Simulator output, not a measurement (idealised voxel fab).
process module | voxel gate over fins
cross-section cut | 155 nm wide | cells 5 nm
A cross-section is a grid of square cells, given in bands from the top down. A band is one or more rows of cells.
Each band's line starts with the height of the band's top and of its bottom, in nm. Then come its materials from left to right, each with its width in nm. One material with "throughout" fills the band from edge to edge. "air" is empty space.
Height 0 is the level under which the wafer as received is all one material. The lowest band goes on downwards, as in "0 down".
A width such as "30 to 40" changes by the same amount from each row of cells to the next, from the band's top row to its bottom row.
"no change" after a step means that no cell of the cross-section changed.
closed voids: empty space of 8 cells or more with no open way to the top, each as width x height at its distance from the left edge, in nm
after a step's settings: what the simulator itself notes on the step
overlay nm, on a step with a mask: how far to the right of its planned place the mask lay; to the left if negative
plan
1 op RECEIVE | material Si
2 op CONFORMAL_DEP | material SiN | thk nm 10
3 op MASKED_ETCH | tone cover | mask id FINS | width nm 15 | pitch nm 55 | etch materials SiN | depth nm 10 | overlay nm 0
4 op MASKED_ETCH | tone cover | mask id FINS | width nm 15 | pitch nm 55 | etch materials Si | depth nm 30 | overlay nm 0
5 op FILL_DEP | material SiO2 | thk nm 10
6 op CMP | height nm 10
7 op DIRECTIONAL_DEP | material aC | thk nm 10
8 op PATTERN | tone open | mask id RAIL | material resist | width nm 15 | thk nm 25 | overlay nm 0
9 op DIRECTIONAL_ETCH | etch materials aC | depth nm 10
10 op STRIP | etch materials resist
11 op DIRECTIONAL_ETCH | etch materials SiO2 | depth nm 35
12 op STRIP | etch materials aC
13 op CONFORMAL_DEP | material TiN | thk nm 5
14 op FILL_DEP | material W | thk nm 5
15 op CMP | height nm 10
16 op SELECTIVE_ETCH | etch materials W Ru TiN | depth nm 30
17 op FILL_DEP | material SiO2 | thk nm 5
18 op CMP | height nm 10
19 op SELECTIVE_ETCH | etch materials SiO2 | depth nm 25
20 op STRIP | etch materials SiN
21 op CONFORMAL_DEP | material HfO2 | thk nm 5
22 op CONFORMAL_DEP | material TiN | thk nm 5
23 op FILL_DEP | material W | thk nm 15
24 op CMP | height nm 20
25 op CONFORMAL_DEP | material SiCN | thk nm 10
first wafer, as planned
as received, after step 1
  0 down: Si throughout
  closed voids: none
after step 2
  10 to 0: SiN throughout
  below 0: unchanged
after step 3
  10 to 0: air 40 | SiN 15 | air 40 | SiN 15 | air 45
  below 0: unchanged
after step 4
  10 to 0: air 40 | SiN 15 | air 40 | SiN 15 | air 45
  0 to -30: air 40 | Si 15 | air 40 | Si 15 | air 45
  below -30: unchanged
after step 5
  20 to 10: SiO2 throughout
  10 to 0: SiO2 40 | SiN 15 | SiO2 40 | SiN 15 | SiO2 45
  0 to -30: SiO2 40 | Si 15 | SiO2 40 | Si 15 | SiO2 45
  below -30: unchanged
after step 6
  10 to 0: SiO2 40 | SiN 15 | SiO2 40 | SiN 15 | SiO2 45
  below 0: unchanged
after step 7
  20 to 10: aC throughout
  below 10: unchanged
after step 8
  45 to 20: resist 65 | air 15 | resist 75
  below 20: unchanged
after step 9
  35 to 20: resist 65 | air 15 | resist 75
  20 to 10: aC 65 | air 15 | aC 75
  below 10: unchanged
after step 10
  20 to 10: aC 65 | air 15 | aC 75
  below 10: unchanged
after step 11
  20 to 10: aC 65 | air 15 | aC 75
  10 to 0: SiO2 40 | SiN 15 | SiO2 10 | air 15 | SiO2 15 | SiN 15 | SiO2 45
  0 to -25: SiO2 40 | Si 15 | SiO2 10 | air 15 | SiO2 15 | Si 15 | SiO2 45
  below -25: unchanged
after step 12
  10 to 0: SiO2 40 | SiN 15 | SiO2 10 | air 15 | SiO2 15 | SiN 15 | SiO2 45
  below 0: unchanged
after step 13
  15 to 10: TiN 70 | air 5 | TiN 80
  10 to 0: SiO2 40 | SiN 15 | SiO2 10 | TiN 5 | air 5 | TiN 5 | SiO2 15 | SiN 15 | SiO2 45
  0 to -20: SiO2 40 | Si 15 | SiO2 10 | TiN 5 | air 5 | TiN 5 | SiO2 15 | Si 15 | SiO2 45
  -20 to -25: SiO2 40 | Si 15 | SiO2 10 | TiN 15 | SiO2 15 | Si 15 | SiO2 45
  below -25: unchanged
after step 14
  20 to 15: W throughout
  15 to 10: TiN 70 | W 5 | TiN 80
  10 to 0: SiO2 40 | SiN 15 | SiO2 10 | TiN 5 | W 5 | TiN 5 | SiO2 15 | SiN 15 | SiO2 45
  0 to -20: SiO2 40 | Si 15 | SiO2 10 | TiN 5 | W 5 | TiN 5 | SiO2 15 | Si 15 | SiO2 45
  below -20: unchanged
after step 15
  10 to 0: SiO2 40 | SiN 15 | SiO2 10 | TiN 5 | W 5 | TiN 5 | SiO2 15 | SiN 15 | SiO2 45
  below 0: unchanged
after step 16
  10 to 0: SiO2 40 | SiN 15 | SiO2 10 | air 15 | SiO2 15 | SiN 15 | SiO2 45
  0 to -20: SiO2 40 | Si 15 | SiO2 10 | air 15 | SiO2 15 | Si 15 | SiO2 45
  below -20: unchanged
after step 17
  15 to 10: SiO2 throughout
  10 to 0: SiO2 40 | SiN 15 | SiO2 40 | SiN 15 | SiO2 45
  0 to -20: SiO2 40 | Si 15 | SiO2 40 | Si 15 | SiO2 45
  below -20: unchanged
after step 18
  10 to 0: SiO2 40 | SiN 15 | SiO2 40 | SiN 15 | SiO2 45
  below 0: unchanged
after step 19
  10 to 0: air 40 | SiN 15 | air 40 | SiN 15 | air 45
  0 to -15: air 40 | Si 15 | air 40 | Si 15 | air 45
  below -15: unchanged
after step 20
  0 to -15: air 40 | Si 15 | air 40 | Si 15 | air 45
  below -15: unchanged
after step 21
  5 to 0: air 35 | HfO2 25 | air 30 | HfO2 25 | air 40
  0 to -10: air 35 | HfO2 5 | Si 15 | HfO2 5 | air 30 | HfO2 5 | Si 15 | HfO2 5 | air 40
  -10 to -15: HfO2 40 | Si 15 | HfO2 40 | Si 15 | HfO2 45
  below -15: unchanged
after step 22
  10 to 5: air 30 | TiN 35 | air 20 | TiN 35 | air 35
  5 to 0: air 30 | TiN 5 | HfO2 25 | TiN 5 | air 20 | TiN 5 | HfO2 25 | TiN 5 | air 35
  0 to -5: air 30 | TiN 5 | HfO2 5 | Si 15 | HfO2 5 | TiN 5 | air 20 | TiN 5 | HfO2 5 | Si 15 | HfO2 5 | TiN 5 | air 35
  -5 to -10: TiN 35 | HfO2 5 | Si 15 | HfO2 5 | TiN 30 | HfO2 5 | Si 15 | HfO2 5 | TiN 40
  below -10: unchanged
after step 23
  25 to 10: W throughout
  10 to 5: W 30 | TiN 35 | W 20 | TiN 35 | W 35
  5 to 0: W 30 | TiN 5 | HfO2 25 | TiN 5 | W 20 | TiN 5 | HfO2 25 | TiN 5 | W 35
  0 to -5: W 30 | TiN 5 | HfO2 5 | Si 15 | HfO2 5 | TiN 5 | W 20 | TiN 5 | HfO2 5 | Si 15 | HfO2 5 | TiN 5 | W 35
  below -5: unchanged
after step 24
  20 to 10: W throughout
  below 10: unchanged
after step 25
  30 to 20: SiCN throughout
  below 20: unchanged
second wafer: like start, like plan, one mistake. Through step 20 it matches the first wafer
when step 21 should have ended
  5 to 0: air 35 | TiN 25 | air 30 | TiN 25 | air 40
  0 to -10: air 35 | TiN 5 | Si 15 | TiN 5 | air 30 | TiN 5 | Si 15 | TiN 5 | air 40
  -10 to -15: TiN 40 | Si 15 | TiN 40 | Si 15 | TiN 45
  below -15: unchanged
when step 22 should have ended
  10 to 5: air 30 | HfO2 35 | air 20 | HfO2 35 | air 35
  5 to 0: air 30 | HfO2 5 | TiN 25 | HfO2 5 | air 20 | HfO2 5 | TiN 25 | HfO2 5 | air 35
  0 to -5: air 30 | HfO2 5 | TiN 5 | Si 15 | TiN 5 | HfO2 5 | air 20 | HfO2 5 | TiN 5 | Si 15 | TiN 5 | HfO2 5 | air 35
  -5 to -10: HfO2 35 | TiN 5 | Si 15 | TiN 5 | HfO2 30 | TiN 5 | Si 15 | TiN 5 | HfO2 40
  below -10: unchanged
when step 23 should have ended
  25 to 10: W throughout
  10 to 5: W 30 | HfO2 35 | W 20 | HfO2 35 | W 35
  5 to 0: W 30 | HfO2 5 | TiN 25 | HfO2 5 | W 20 | HfO2 5 | TiN 25 | HfO2 5 | W 35
  0 to -5: W 30 | HfO2 5 | TiN 5 | Si 15 | TiN 5 | HfO2 5 | W 20 | HfO2 5 | TiN 5 | Si 15 | TiN 5 | HfO2 5 | W 35
  below -5: unchanged
when step 24 should have ended
  20 to 10: W throughout
  below 10: unchanged
when step 25 should have ended
  30 to 20: SiCN throughout
  below 20: unchanged
what went wrong: steps 21 and 22 were swapped
at the end the second wafer has, in cells: as many of each material as the first, in other places
